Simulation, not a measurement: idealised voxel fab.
The following is a process module called voxel capacitor over wiring.
Cross-section cut: width 260 nm, square cells of 5 nm.
If you're reading a cross-section in this doc, picture square cells in a grid; it comes to you as bands, top ones listed first down to the bottom, and a band can be one or more rows of cells. Top, bottom (nm), then materials left to right with widths (nm); lone material tagged "everywhere" fills the whole band edge to edge; "blank" = empty space. Basically, 0 is our baseline, since under it the wafer straight out of the box is all one material. The bottom band has no lower end and keeps on going down, so it looks like "0 nm and below". A width given as "30->40" starts at the first number in the band's top row and ends at the second number in its bottom row, shifting by an equal amount at every step from row to row. "nothing different" after a step means that no cell of the cross-section changed. This entry, "Enclosed internal voids", enumerates those empty regions of no fewer than 8 cells that possess no open connection to the top. Each region is reported in the form width x height at distance, the distance being taken from the left edge, with all three quantities expressed in nm. The remark found on a step's line after its settings is issued by the simulator itself and pertains to that step. If you see "overlay nm" on a step's line and that step has a mask, it's telling you how far right of where it was planned the mask ended up; a negative number means it went left instead.
STEPS IN THE PROCESS PLAN
step 1: RECEIVE, material Si
step 2: CONFORMAL_DEP, material SiO2, thk nm 15
step 3: CONFORMAL_DEP, material SiCN, thk nm 5
step 4: DIRECTIONAL_DEP, material SiO2, thk nm 15
step 5: MASKED_ETCH, tone open, mask id METAL_1, width nm 30, pitch nm 100, etch materials SiO2, depth nm 15, overlay nm 0
step 6: MASKED_ETCH, tone open, mask id METAL_1, width nm 30, pitch nm 100, etch materials SiCN, depth nm 5, overlay nm 0
step 7: CONFORMAL_DEP, material TiN, thk nm 5
step 8: FILL_DEP, material Cu, thk nm 5
step 9: CMP, height nm 35
step 10: EPI, material Ru, thk nm 5
step 11: FILL_DEP, material SiCN, thk nm 5
step 12: DIRECTIONAL_DEP, material SiO2, thk nm 15
step 13: MASKED_ETCH, tone open, mask id PLUG_1, width nm 15, etch materials SiO2, depth nm 15, overlay nm 0
step 14: MASKED_ETCH, tone open, mask id PLUG_1, width nm 15, etch materials SiCN, depth nm 5, overlay nm 0
step 15: EPI, material Ru, thk nm 10
step 16: EPI, material Ru, thk nm 10
step 17: DIRECTIONAL_DEP, material TiN, thk nm 5
step 18: DIRECTIONAL_DEP, material Al2O3, thk nm 5
step 19: DIRECTIONAL_DEP, material TiN, thk nm 10
step 20: MASKED_ETCH, tone cover, mask id UPPER_PLATE, width nm 75, etch materials TiN, depth nm 10, overlay nm 0
step 21: MASKED_ETCH, tone cover, mask id UPPER_PLATE, width nm 75, etch materials Al2O3, depth nm 5, overlay nm 0
step 22: PATTERN, tone cover, mask id LOWER_PLATE, material resist, width nm 85, thk nm 15, overlay nm 0
step 23: DIRECTIONAL_ETCH, etch materials TiN, depth nm 5
step 24: STRIP, etch materials resist
step 25: FILL_DEP, material SiO2, thk nm 20
step 26: CMP, height nm 95
step 27: PATTERN, tone open, mask id PLUG_2, material resist, width nm 15, thk nm 15, overlay nm 0
step 28: DIRECTIONAL_ETCH, etch materials SiO2, depth nm 15
step 29: STRIP, etch materials resist
step 30: CONFORMAL_DEP, material TiN, thk nm 5
step 31: FILL_DEP, material Ru, thk nm 10
step 32: CMP, height nm 95
step 33: CONFORMAL_DEP, material SiN, thk nm 5
FIRST OF TWO WAFERS: RUN AS PLANNED
CROSS-SECTION OF THE WAFER AS IT CAME TO US, I.E., ALREADY THROUGH STEP 1
> 0 nm and below: Si everywhere
> Enclosed internal voids: none
AFTER STEP 2, IN CROSS-SECTION
> 15 nm to 0 nm: SiO2 everywhere
> Beneath the level 0, the cross-section is identical to its previous state.
AFTER STEP 3, IN CROSS-SECTION
> 20 nm to 15 nm: SiCN everywhere
> Beneath the level 15, the cross-section is identical to its previous state.
AFTER STEP 4, IN CROSS-SECTION
> 35 nm to 20 nm: SiO2 everywhere
> Beneath the level 20, the cross-section is identical to its previous state.
AFTER STEP 5, IN CROSS-SECTION
> 35 nm to 20 nm: SiO2=65, then blank=30, then SiO2=70, then blank=30, then SiO2=65
> Beneath the level 20, the cross-section is identical to its previous state.
AFTER STEP 6, IN CROSS-SECTION
> 35 nm to 20 nm: SiO2=65, then blank=30, then SiO2=70, then blank=30, then SiO2=65
> 20 nm to 15 nm: SiCN=65, then blank=30, then SiCN=70, then blank=30, then SiCN=65
> Beneath the level 15, the cross-section is identical to its previous state.
AFTER STEP 7, IN CROSS-SECTION
> 40 nm to 35 nm: TiN=70, then blank=20, then TiN=80, then blank=20, then TiN=70
> 35 nm to 20 nm: SiO2=65, then TiN=5, then blank=20, then TiN=5, then SiO2=70, then TiN=5, then blank=20, then TiN=5, then SiO2=65
> 20 nm to 15 nm: SiCN=65, then TiN=30, then SiCN=70, then TiN=30, then SiCN=65
> Beneath the level 15, the cross-section is identical to its previous state.
AFTER STEP 8, IN CROSS-SECTION
> 45 nm to 40 nm: Cu everywhere
> 40 nm to 35 nm: TiN=70, then Cu=20, then TiN=80, then Cu=20, then TiN=70
> 35 nm to 20 nm: SiO2=65, then TiN=5, then Cu=20, then TiN=5, then SiO2=70, then TiN=5, then Cu=20, then TiN=5, then SiO2=65
> Beneath the level 20, the cross-section is identical to its previous state.
AFTER STEP 9, IN CROSS-SECTION
> 35 nm to 20 nm: SiO2=65, then TiN=5, then Cu=20, then TiN=5, then SiO2=70, then TiN=5, then Cu=20, then TiN=5, then SiO2=65
> Beneath the level 20, the cross-section is identical to its previous state.
AFTER STEP 10, IN CROSS-SECTION
> 40 nm to 35 nm: blank=60, then Ru=40, then blank=60, then Ru=40, then blank=60
> Beneath the level 35, the cross-section is identical to its previous state.
AFTER STEP 11, IN CROSS-SECTION
> 45 nm to 40 nm: SiCN everywhere
> 40 nm to 35 nm: SiCN=60, then Ru=40, then SiCN=60, then Ru=40, then SiCN=60
> Beneath the level 35, the cross-section is identical to its previous state.
AFTER STEP 12, IN CROSS-SECTION
> 60 nm to 45 nm: SiO2 everywhere
> Beneath the level 45, the cross-section is identical to its previous state.
AFTER STEP 13, IN CROSS-SECTION
> 60 nm to 45 nm: SiO2=80, then blank=15, then SiO2=165
> Beneath the level 45, the cross-section is identical to its previous state.
AFTER STEP 14, IN CROSS-SECTION
> 60 nm to 45 nm: SiO2=80, then blank=15, then SiO2=165
> 45 nm to 40 nm: SiCN=80, then blank=15, then SiCN=165
> Beneath the level 40, the cross-section is identical to its previous state.
AFTER STEP 15, IN CROSS-SECTION
> 60 nm to 50 nm: SiO2=80, then blank=15, then SiO2=165
> 50 nm to 45 nm: SiO2=80, then Ru=15, then SiO2=165
> 45 nm to 40 nm: SiCN=80, then Ru=15, then SiCN=165
> Beneath the level 40, the cross-section is identical to its previous state.
AFTER STEP 16, IN CROSS-SECTION
> 60 nm to 45 nm: SiO2=80, then Ru=15, then SiO2=165
> Beneath the level 45, the cross-section is identical to its previous state.
AFTER STEP 17, IN CROSS-SECTION
> 65 nm to 60 nm: TiN everywhere
> Beneath the level 60, the cross-section is identical to its previous state.
AFTER STEP 18, IN CROSS-SECTION
> 70 nm to 65 nm: Al2O3 everywhere
> Beneath the level 65, the cross-section is identical to its previous state.
AFTER STEP 19, IN CROSS-SECTION
> 80 nm to 70 nm: TiN everywhere
> Beneath the level 70, the cross-section is identical to its previous state.
AFTER STEP 20, IN CROSS-SECTION
> 80 nm to 70 nm: blank=80, then TiN=75, then blank=105
> Beneath the level 70, the cross-section is identical to its previous state.
AFTER STEP 21, IN CROSS-SECTION
> 80 nm to 70 nm: blank=80, then TiN=75, then blank=105
> 70 nm to 65 nm: blank=80, then Al2O3=75, then blank=105
> Beneath the level 65, the cross-section is identical to its previous state.
AFTER STEP 22, IN CROSS-SECTION
> 95 nm to 80 nm: blank=75, then resist=85, then blank=100
> 80 nm to 70 nm: blank=75, then resist=5, then TiN=75, then resist=5, then blank=100
> 70 nm to 65 nm: blank=75, then resist=5, then Al2O3=75, then resist=5, then blank=100
> Beneath the level 65, the cross-section is identical to its previous state.
AFTER STEP 23, IN CROSS-SECTION
> 95 nm to 80 nm: blank=75, then resist=85, then blank=100
> 80 nm to 70 nm: blank=75, then resist=5, then TiN=75, then resist=5, then blank=100
> 70 nm to 65 nm: blank=75, then resist=5, then Al2O3=75, then resist=5, then blank=100
> 65 nm to 60 nm: blank=75, then TiN=85, then blank=100
> Beneath the level 60, the cross-section is identical to its previous state.
AFTER STEP 24, IN CROSS-SECTION
> 80 nm to 70 nm: blank=80, then TiN=75, then blank=105
> 70 nm to 65 nm: blank=80, then Al2O3=75, then blank=105
> Beneath the level 65, the cross-section is identical to its previous state.
AFTER STEP 25, IN CROSS-SECTION
> 100 nm to 80 nm: SiO2 everywhere
> 80 nm to 70 nm: SiO2=80, then TiN=75, then SiO2=105
> 70 nm to 65 nm: SiO2=80, then Al2O3=75, then SiO2=105
> 65 nm to 60 nm: SiO2=75, then TiN=85, then SiO2=100
> Beneath the level 60, the cross-section is identical to its previous state.
AFTER STEP 26, IN CROSS-SECTION
> 95 nm to 80 nm: SiO2 everywhere
> Beneath the level 80, the cross-section is identical to its previous state.
AFTER STEP 27, IN CROSS-SECTION
> 110 nm to 95 nm: resist=90, then blank=15, then resist=155
> Beneath the level 95, the cross-section is identical to its previous state.
AFTER STEP 28, IN CROSS-SECTION
> 110 nm to 95 nm: resist=90, then blank=15, then resist=155
> 95 nm to 80 nm: SiO2=90, then blank=15, then SiO2=155
> Beneath the level 80, the cross-section is identical to its previous state.
AFTER STEP 29, IN CROSS-SECTION
> 95 nm to 80 nm: SiO2=90, then blank=15, then SiO2=155
> Beneath the level 80, the cross-section is identical to its previous state.
AFTER STEP 30, IN CROSS-SECTION
> 100 nm to 95 nm: TiN=95, then blank=5, then TiN=160
> 95 nm to 85 nm: SiO2=90, then TiN=5, then blank=5, then TiN=5, then SiO2=155
> 85 nm to 80 nm: SiO2=90, then TiN=15, then SiO2=155
> Beneath the level 80, the cross-section is identical to its previous state.
AFTER STEP 31, IN CROSS-SECTION
> 110 nm to 100 nm: Ru everywhere
> 100 nm to 95 nm: TiN=95, then Ru=5, then TiN=160
> 95 nm to 85 nm: SiO2=90, then TiN=5, then Ru=5, then TiN=5, then SiO2=155
> Beneath the level 85, the cross-section is identical to its previous state.
AFTER STEP 32, IN CROSS-SECTION
> 95 nm to 85 nm: SiO2=90, then TiN=5, then Ru=5, then TiN=5, then SiO2=155
> Beneath the level 85, the cross-section is identical to its previous state.
AFTER STEP 33, IN CROSS-SECTION
> 100 nm to 95 nm: SiN everywhere
> Beneath the level 95, the cross-section is identical to its previous state.
WAFER TWO. IDENTICAL START, IDENTICAL PLAN. ONE MISTAKE IN EXECUTION. IDENTICAL HISTORY THROUGH STEP 26
THE SECOND WAFER IN CROSS-SECTION, AT THE PLANNED CLOSE OF STEP 27
> 110 nm to 95 nm: blank=90, then resist=15, then blank=155
> Beneath the level 95, the cross-section is identical to its previous state.
THE SECOND WAFER IN CROSS-SECTION, AT THE PLANNED CLOSE OF STEP 28
> 110 nm to 95 nm: blank=90, then resist=15, then blank=155
> 95 nm to 80 nm: blank=90, then SiO2=15, then blank=155
> Beneath the level 80, the cross-section is identical to its previous state.
THE SECOND WAFER IN CROSS-SECTION, AT THE PLANNED CLOSE OF STEP 29
> 95 nm to 80 nm: blank=90, then SiO2=15, then blank=155
> Beneath the level 80, the cross-section is identical to its previous state.
THE SECOND WAFER IN CROSS-SECTION, AT THE PLANNED CLOSE OF STEP 30
> 100 nm to 95 nm: blank=85, then TiN=25, then blank=150
> 95 nm to 85 nm: blank=85, then TiN=5, then SiO2=15, then TiN=5, then blank=150
> 85 nm to 80 nm: TiN=90, then SiO2=15, then TiN=155
> Beneath the level 80, the cross-section is identical to its previous state.
THE SECOND WAFER IN CROSS-SECTION, AT THE PLANNED CLOSE OF STEP 31
> 110 nm to 100 nm: Ru everywhere
> 100 nm to 95 nm: Ru=85, then TiN=25, then Ru=150
> 95 nm to 85 nm: Ru=85, then TiN=5, then SiO2=15, then TiN=5, then Ru=150
> Beneath the level 85, the cross-section is identical to its previous state.
THE SECOND WAFER IN CROSS-SECTION, AT THE PLANNED CLOSE OF STEP 32
> 95 nm to 85 nm: Ru=85, then TiN=5, then SiO2=15, then TiN=5, then Ru=150
> Beneath the level 85, the cross-section is identical to its previous state.
THE SECOND WAFER IN CROSS-SECTION, AT THE PLANNED CLOSE OF STEP 33
> 100 nm to 95 nm: SiN everywhere
> Beneath the level 95, the cross-section is identical to its previous state.
What was the processing mistake? step 27 changed vs plan, executed as PATTERN, tone cover, mask id PLUG_2, material resist, width nm 15, thk nm 15, overlay nm 0
Final wafer comparison in cells, second versus first, more or fewer per material: 92 more of Ru | 138 fewer of SiO2 | 46 more of TiN
